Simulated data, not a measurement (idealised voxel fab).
Name of the process module below: voxel air gaps
Xsec cut, 175 nm wide, square cell size 5 nm.
Bands, listed from the top down, are how a cross-section gets written in this document; the cross-section itself is a grid of square cells, and a band is one or more rows of them. Band: top height; bottom height; in nm. Then, left to right: material with width in nm, for each material. "everywhere": a single material spanning edge to edge. "air": empty space. Below 0: as-received wafer, all one material; heights counted from there. Lowest band: no bottom, goes on down, written "top 0, no bottom". The width entry "30 to 40" should be interpreted row by row: the top row of cells in the band takes the first number, the bottom row takes the second number, and the change between adjacent rows is uniform throughout. "no modification" means the step left every cell of the cross-section as it was. Listed in "Unvented voids": every empty space of 8 or more cells without an open way to the top. Form: width x height at distance, the distance being from the left edge, all in nm. Formally, on a step line, whatever follows the settings is a remark that the simulator itself makes on the step. overlay nm: how far to the right of its planned place the mask lay on this masked step (negative: to the left).

The steps planned for the process are as follows:
1: RECEIVE: material Si
2: CONFORMAL_DEP: material SiO2, thk nm 10
3: CONFORMAL_DEP: material SiN, thk nm 5
4: DIRECTIONAL_DEP: material SiO2, thk nm 35
5: DIRECTIONAL_DEP: material aC, thk nm 15
6: PATTERN: tone open, mask id LINES, material resist, width nm 25, pitch nm 50, thk nm 30, overlay nm 0
7: DIRECTIONAL_ETCH: etch materials aC, depth nm 15
8: STRIP: etch materials resist
9: DIRECTIONAL_ETCH: etch materials SiO2, depth nm 35
10: STRIP: etch materials aC
11: CONFORMAL_DEP: material TiN, thk nm 5
12: FILL_DEP: material Cu, thk nm 5
13: CMP: height nm 50
14: EPI: material Ru, thk nm 10
15: SELECTIVE_ETCH: etch materials SiO2, depth nm 45
16: CONFORMAL_DEP: material SiN, thk nm 5

Delivered wafer in cross-section: state after step 1:
	top 0, no bottom: Si everywhere
	Unvented voids: none

Module complete - cross-section of the first of two wafers, run according to plan:
	top 65, bottom 60: 10 nm air / 155 nm SiN / 10 nm air
	top 60, bottom 50: 10 nm air / 5 nm SiN / 45 nm Ru / 5 nm SiN / 45 nm Ru / 5 nm SiN / 45 nm Ru / 5 nm SiN / 10 nm air
	top 50, bottom 45: 10 nm air / 15 nm SiN / 5 nm TiN / 15 nm Cu / 5 nm TiN / 25 nm SiN / 5 nm TiN / 15 nm Cu / 5 nm TiN / 25 nm SiN / 5 nm TiN / 15 nm Cu / 5 nm TiN / 15 nm SiN / 10 nm air
	top 45, bottom 20: 20 nm air / 5 nm SiN / 5 nm TiN / 15 nm Cu / 5 nm TiN / 5 nm SiN / 15 nm air / 5 nm SiN / 5 nm TiN / 15 nm Cu / 5 nm TiN / 5 nm SiN / 15 nm air / 5 nm SiN / 5 nm TiN / 15 nm Cu / 5 nm TiN / 5 nm SiN / 20 nm air
	top 20, bottom 15: 25 nm SiN / 25 nm TiN / 25 nm SiN / 25 nm TiN / 25 nm SiN / 25 nm TiN / 25 nm SiN
	top 15, bottom 10: SiN everywhere
	top 10, bottom 0: SiO2 everywhere
	top 0, no bottom: Si everywhere
	Unvented voids: 15 x 25 at 55; 15 x 25 at 105

Wafer two (of two), end-of-module cross-section: start = wafer one, plan = wafer one, one run mistake:
	top 65, bottom 60: SiN everywhere
	top 60, bottom 50: Ru everywhere
	top 50, bottom 45: 30 nm TiN / 15 nm Cu / 35 nm TiN / 15 nm Cu / 35 nm TiN / 15 nm Cu / 30 nm TiN
	top 45, bottom 15: 25 nm SiO2 / 5 nm TiN / 15 nm Cu / 5 nm TiN / 25 nm SiO2 / 5 nm TiN / 15 nm Cu / 5 nm TiN / 25 nm SiO2 / 5 nm TiN / 15 nm Cu / 5 nm TiN / 25 nm SiO2
	top 15, bottom 10: 25 nm SiO2 / 25 nm TiN / 25 nm SiO2 / 25 nm TiN / 25 nm SiO2 / 25 nm TiN / 25 nm SiO2
	top 10, bottom 5: SiN everywhere
	top 5, bottom 0: SiO2 everywhere
	top 0, no bottom: Si everywhere
	Unvented voids: none
Want to know what went wrong? step 2 was run on a setting that differed from the plan, and what really ran there is CONFORMAL_DEP: material SiO2, thk nm 5
Counted in cells at the end, the second wafer holds more or fewer of these materials than the first: Cu +9; Ru +16; SiN -70; SiO2 +105; TiN +26
At the end, the first wafer has 2 closed voids and the second wafer has 0.
